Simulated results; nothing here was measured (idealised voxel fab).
You're looking at the process module voxel fin reveal.
The width of the displayed cross-section, cut, is 190 nm; its cells are square, with a size of 5 nm.
Just so we're on the same page, the cross-sections are grids of square cells, and they're listed out in bands top to bottom, each band one or more rows deep. Each band's line starts with the height of the band's top and of its bottom, in nm. Then come its materials from left to right, each with its width in nm. One material with "all across" fills the band from edge to edge. "empty" is empty space. A quick word on heights: they are counted from 0, and under that level the wafer as it came to us is one material throughout. The lowest band is different from the rest in having no bottom; it simply continues downward, written as in "z 0 and below". Read "30 to 40" as a graded width: first number on top, second number at the bottom, same change between each pair of neighbouring rows. For the purposes of this document, the phrase "no change" attached to a step denotes that no cell within the cross-section was modified by that step. "Enclosed internal cavities": empty spaces of 8 cells or more with no open way to the top, each given as width x height at distance, distance from the left edge, all in nm. If you see something after the settings on a step's line, that's the simulator's own remark about that step. "overlay nm" on a masked step: distance the mask lay right of its planned place, negative for left.

List of planned process steps:
1. RECEIVE, material Si
2. CONFORMAL_DEP, material SiN, thk nm 5
3. PATTERN, tone cover, mask id FINS, material resist, width nm 15, pitch nm 45, thk nm 20, overlay nm 0
4. DIRECTIONAL_ETCH, etch materials SiN, depth nm 5
5. DIRECTIONAL_ETCH, etch materials Si, depth nm 35
6. STRIP, etch materials resist
7. OXIDIZE, depth nm 5
8. FILL_DEP, material SiO2, thk nm 5
9. CMP, height nm 5
10. SELECTIVE_ETCH, etch materials SiO2, depth nm 15
11. STRIP, etch materials SiN
12. CONFORMAL_DEP, material SiO2, thk nm 5

The cross-section here shows the wafer as received, i.e. in its state after step 1:
  z 0 and below: Si all across
  Enclosed internal cavities: none

Same starting wafer, same plan as above, one mistake in the execution; this is the cross-section at the end of the module:
  z 5 to 0: empty: 15  SiO2: 25  empty: 20  SiO2: 25  empty: 20  SiO2: 25  empty: 20  SiO2: 25  empty: 15
  z 0 to -30: empty: 15  SiO2: 10  Si: 5  SiO2: 10  empty: 20  SiO2: 10  Si: 5  SiO2: 10  empty: 20  SiO2: 10  Si: 5  SiO2: 10  empty: 20  SiO2: 10  Si: 5  SiO2: 10  empty: 15
  z -30 to -40: SiO2: 25  Si: 5  SiO2: 40  Si: 5  SiO2: 40  Si: 5  SiO2: 40  Si: 5  SiO2: 25
  z -40 and below: Si all across
  Enclosed internal cavities: none
Run error: step 8 did not use the planned setting and instead ran as FILL_DEP, material SiN, thk nm 5
